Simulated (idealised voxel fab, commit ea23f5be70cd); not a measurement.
process module | voxel ribs on slabs
cross-section cut | 180 nm wide | cells 5 nm
A cross-section is a grid of square cells, given in bands from the top down. A band is one or more rows of cells.
Each band's line starts with the height of the band's top and of its bottom, in nm. Then come its materials from left to right, each with its width in nm. One material with "throughout" fills the band from edge to edge. "air" is empty space.
Height 0 is the level under which the wafer as received is all one material. The lowest band goes on downwards, as in "0 down".
A width such as "30 to 40" changes by the same amount from each row of cells to the next, from the band's top row to its bottom row.
"no change" after a step means that no cell of the cross-section changed.
closed voids: empty space of 8 cells or more with no open way to the top, each as width x height at its distance from the left edge, in nm
after a step's settings: what the simulator itself notes on the step
overlay nm, on a step with a mask: how far to the right of its planned place the mask lay; to the left if negative
plan
1 op RECEIVE | material Si
2 op DIRECTIONAL_DEP | material SiO2 | thk nm 25
3 op DIRECTIONAL_DEP | material polySi | thk nm 15
4 op DIRECTIONAL_DEP | material aC | thk nm 10
5 op PATTERN | tone cover | mask id RIB | material resist | width nm 20 | thk nm 30 | overlay nm 0
6 op DIRECTIONAL_ETCH | etch materials aC | depth nm 10
7 op STRIP | etch materials resist
8 op DIRECTIONAL_ETCH | etch materials polySi | depth nm 10
9 op STRIP | etch materials aC
10 op PATTERN | tone cover | mask id SLAB | material resist | width nm 70 | thk nm 15 | overlay nm 0
11 op DIRECTIONAL_ETCH | etch materials polySi | depth nm 5
12 op STRIP | etch materials resist
13 op FILL_DEP | material SiO2 | thk nm 25
14 op CMP | height nm 55
15 op DIRECTIONAL_DEP | material TiN | thk nm 10
16 op PATTERN | tone cover | mask id HEATER | material resist | width nm 30 | thk nm 15 | overlay nm 0
17 op DIRECTIONAL_ETCH | etch materials TiN | depth nm 10
18 op STRIP | etch materials resist
19 op CONFORMAL_DEP | material SiN | thk nm 5
first wafer, as planned
as received, after step 1
  0 down: Si throughout
  closed voids: none
after step 2
  25 to 0: SiO2 throughout
  below 0: unchanged
after step 3
  40 to 25: polySi throughout
  below 25: unchanged
after step 4
  50 to 40: aC throughout
  below 40: unchanged
after step 5
  80 to 50: air 80 | resist 20 | air 80
  below 50: unchanged
after step 6
  70 to 50: air 80 | resist 20 | air 80
  50 to 40: air 80 | aC 20 | air 80
  below 40: unchanged
after step 7
  50 to 40: air 80 | aC 20 | air 80
  below 40: unchanged
after step 8
  50 to 40: air 80 | aC 20 | air 80
  40 to 30: air 80 | polySi 20 | air 80
  below 30: unchanged
after step 9
  40 to 30: air 80 | polySi 20 | air 80
  below 30: unchanged
after step 10
  55 to 40: air 55 | resist 70 | air 55
  40 to 30: air 55 | resist 25 | polySi 20 | resist 25 | air 55
  below 30: unchanged
after step 11
  55 to 40: air 55 | resist 70 | air 55
  40 to 30: air 55 | resist 25 | polySi 20 | resist 25 | air 55
  30 to 25: air 55 | polySi 70 | air 55
  below 25: unchanged
after step 12
  40 to 30: air 80 | polySi 20 | air 80
  below 30: unchanged
after step 13
  65 to 40: SiO2 throughout
  40 to 30: SiO2 80 | polySi 20 | SiO2 80
  30 to 25: SiO2 55 | polySi 70 | SiO2 55
  below 25: unchanged
after step 14
  55 to 40: SiO2 throughout
  below 40: unchanged
after step 15
  65 to 55: TiN throughout
  below 55: unchanged
after step 16
  80 to 65: air 75 | resist 30 | air 75
  below 65: unchanged
after step 17
  80 to 65: air 75 | resist 30 | air 75
  65 to 55: air 75 | TiN 30 | air 75
  below 55: unchanged
after step 18
  65 to 55: air 75 | TiN 30 | air 75
  below 55: unchanged
after step 19
  70 to 65: air 70 | SiN 40 | air 70
  65 to 60: air 70 | SiN 5 | TiN 30 | SiN 5 | air 70
  60 to 55: SiN 75 | TiN 30 | SiN 75
  below 55: unchanged
second wafer: like start, like plan, one mistake. Through step 1 it matches the first wafer
when step 2 should have ended
  15 to 0: polySi throughout
  below 0: unchanged
when step 3 should have ended
  40 to 15: SiO2 throughout
  below 15: unchanged
when step 4 should have ended
  50 to 40: aC throughout
  below 40: unchanged
when step 5 should have ended
  80 to 50: air 80 | resist 20 | air 80
  below 50: unchanged
when step 6 should have ended
  70 to 50: air 80 | resist 20 | air 80
  50 to 40: air 80 | aC 20 | air 80
  below 40: unchanged
when step 7 should have ended
  50 to 40: air 80 | aC 20 | air 80
  below 40: unchanged
when step 8 should have ended: no change
when step 9 should have ended
  40 to 15: SiO2 throughout
  below 15: unchanged
when step 10 should have ended
  55 to 40: air 55 | resist 70 | air 55
  below 40: unchanged
when step 11 should have ended: no change
when step 12 should have ended
  40 to 15: SiO2 throughout
  below 15: unchanged
when step 13 should have ended
  65 to 15: SiO2 throughout
  below 15: unchanged
when step 14 should have ended
  55 to 15: SiO2 throughout
  below 15: unchanged
when step 15 should have ended
  65 to 55: TiN throughout
  below 55: unchanged
when step 16 should have ended
  80 to 65: air 75 | resist 30 | air 75
  below 65: unchanged
when step 17 should have ended
  80 to 65: air 75 | resist 30 | air 75
  65 to 55: air 75 | TiN 30 | air 75
  below 55: unchanged
when step 18 should have ended
  65 to 55: air 75 | TiN 30 | air 75
  below 55: unchanged
when step 19 should have ended
  70 to 65: air 70 | SiN 40 | air 70
  65 to 60: air 70 | SiN 5 | TiN 30 | SiN 5 | air 70
  60 to 55: SiN 75 | TiN 30 | SiN 75
  below 55: unchanged
what went wrong: steps 2 and 3 were swapped
at the end the second wafer has, in cells: 86 fewer of SiO2 | 86 more of polySi
